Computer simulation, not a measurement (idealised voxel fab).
Herein follows the process module entitled voxel spacer lines.
This is section cut - it's 150 nm across, gridded in 5 nm square cells.
For the purposes of this document, a cross-section shall be understood as a grid of square cells, specified as bands listed in top-to-bottom order, each band consisting of one or more rows of cells. It is stipulated that each band's entry specify, in nanometres, the height of the top of the band and then that of its bottom, followed by the materials of the band in left-to-right sequence, each together with its width in nanometres. A single material marked by the word "throughout" is understood to fill the band from edge to edge; the word "blank" is understood to denote empty space. A quick word on heights: they are counted from 0, and under that level the wafer as it came to us is one material throughout. The lowest band is different from the rest in having no bottom; it simply continues downward, written as in "from 0 down". Top row gets the first number, bottom row gets the second, and each row in between changes by the same step: that is how a band width like "30->40" works. Given "all unchanged" for a step, no cell of the cross-section differs between before and after that step. What "Closed void list" gives you is every empty space of 8 cells or more that is cut off from the top. Each appears as width x height at distance, with the distance taken from the left edge and width, height and distance all in nm. It should be noted that, on the line of a given step, the content following the step's settings is a remark produced by the simulator itself with respect to that step. If you see "overlay nm" on a step's line and that step has a mask, it's telling you how far right of where it was planned the mask ended up; a negative number means it went left instead.
[List of planned process steps]
| 1 | RECEIVE: material Si |
| 2 | CONFORMAL_DEP: material Al2O3, thk nm 5 |
| 3 | DIRECTIONAL_DEP: material SiN, thk nm 20 |
| 4 | DIRECTIONAL_DEP: material aC, thk nm 20 |
| 5 | PATTERN: tone cover, mask id MANDREL, material resist, width nm 25, pitch nm 80, thk nm 30, overlay nm 0 |
| 6 | DIRECTIONAL_ETCH: etch materials aC, depth nm 20 |
| 7 | STRIP: etch materials resist |
| 8 | CONFORMAL_DEP: material SiO2, thk nm 15 |
| 9 | DIRECTIONAL_ETCH: etch materials SiO2, depth nm 15 |
| 10 | STRIP: etch materials aC |
| 11 | DIRECTIONAL_ETCH: etch materials SiN, depth nm 20 |
| 12 | STRIP: etch materials SiO2 |
[Here's what the wafer looked like in cross-section when it arrived - that's after step 1]
	from 0 down = Si throughout
	Closed void list: none
[End-of-module cross-section. Starting structure and process plan as above; one mistake made in running it]
	from 25 to 5 = blank (15); SiN (15); blank (25); SiN (15); blank (25); SiN (15); blank (25); SiN (15)
	from 5 to 0 = Al2O3 throughout
	from 0 down = Si throughout
	Closed void list: none
Nonconformance to the process plan: note that step 5 departed from the planned setting and was carried out as PATTERN: tone cover, mask id MANDREL, material resist, width nm 25, pitch nm 80, thk nm 30, overlay nm 10
